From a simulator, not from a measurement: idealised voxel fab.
process module | voxel gate over fins
cross-section cut | 205 nm wide | cells 5 nm
A cross-section is a grid of square cells, given in bands from the top down. A band is one or more rows of cells.
Each band's line starts with the height of the band's top and of its bottom, in nm. Then come its materials from left to right, each with its width in nm. One material with "throughout" fills the band from edge to edge. "air" is empty space.
Height 0 is the level under which the wafer as received is all one material. The lowest band goes on downwards, as in "0 down".
A width such as "30 to 40" changes by the same amount from each row of cells to the next, from the band's top row to its bottom row.
"no change" after a step means that no cell of the cross-section changed.
closed voids: empty space of 8 cells or more with no open way to the top, each as width x height at its distance from the left edge, in nm
after a step's settings: what the simulator itself notes on the step
overlay nm, on a step with a mask: how far to the right of its planned place the mask lay; to the left if negative
plan
1 op RECEIVE | material Si
2 op CONFORMAL_DEP | material SiN | thk nm 10
3 op PATTERN | tone cover | mask id FINS | material resist | width nm 15 | pitch nm 45 | thk nm 20 | overlay nm 0
4 op DIRECTIONAL_ETCH | etch materials SiN | depth nm 10
5 op DIRECTIONAL_ETCH | etch materials Si | depth nm 35
6 op STRIP | etch materials resist
7 op FILL_DEP | material SiO2 | thk nm 10
8 op CMP | height nm 10
9 op SELECTIVE_ETCH | etch materials SiO2 | depth nm 20
10 op STRIP | etch materials SiN
11 op CONFORMAL_DEP | material HfO2 | thk nm 5
12 op CONFORMAL_DEP | material TiN | thk nm 5
13 op FILL_DEP | material W | thk nm 15
14 op CMP | height nm 20
15 op CONFORMAL_DEP | material SiCN | thk nm 10
varied across the wafers: width nm of step 3. The plan shows the first wafer's value. All wafers start alike
first wafer as received, after step 1
  0 down: Si throughout
  closed voids: none
each wafer at the end: cells of each material gained (+) or lost (-) since it was received, then its closed voids
width nm 15 | +57 HfO2 | -203 Si | +82 SiCN | +145 SiO2 | +57 TiN | +108 W | closed voids: none
width nm 20 | +57 HfO2 | -175 Si | +82 SiCN | +125 SiO2 | +57 TiN | +100 W | closed voids: none
width nm 25 | +57 HfO2 | -147 Si | +82 SiCN | +105 SiO2 | +57 TiN | +92 W | closed voids: none
width nm 30 | +57 HfO2 | -119 Si | +82 SiCN | +85 SiO2 | +51 TiN | +90 W | closed voids: none
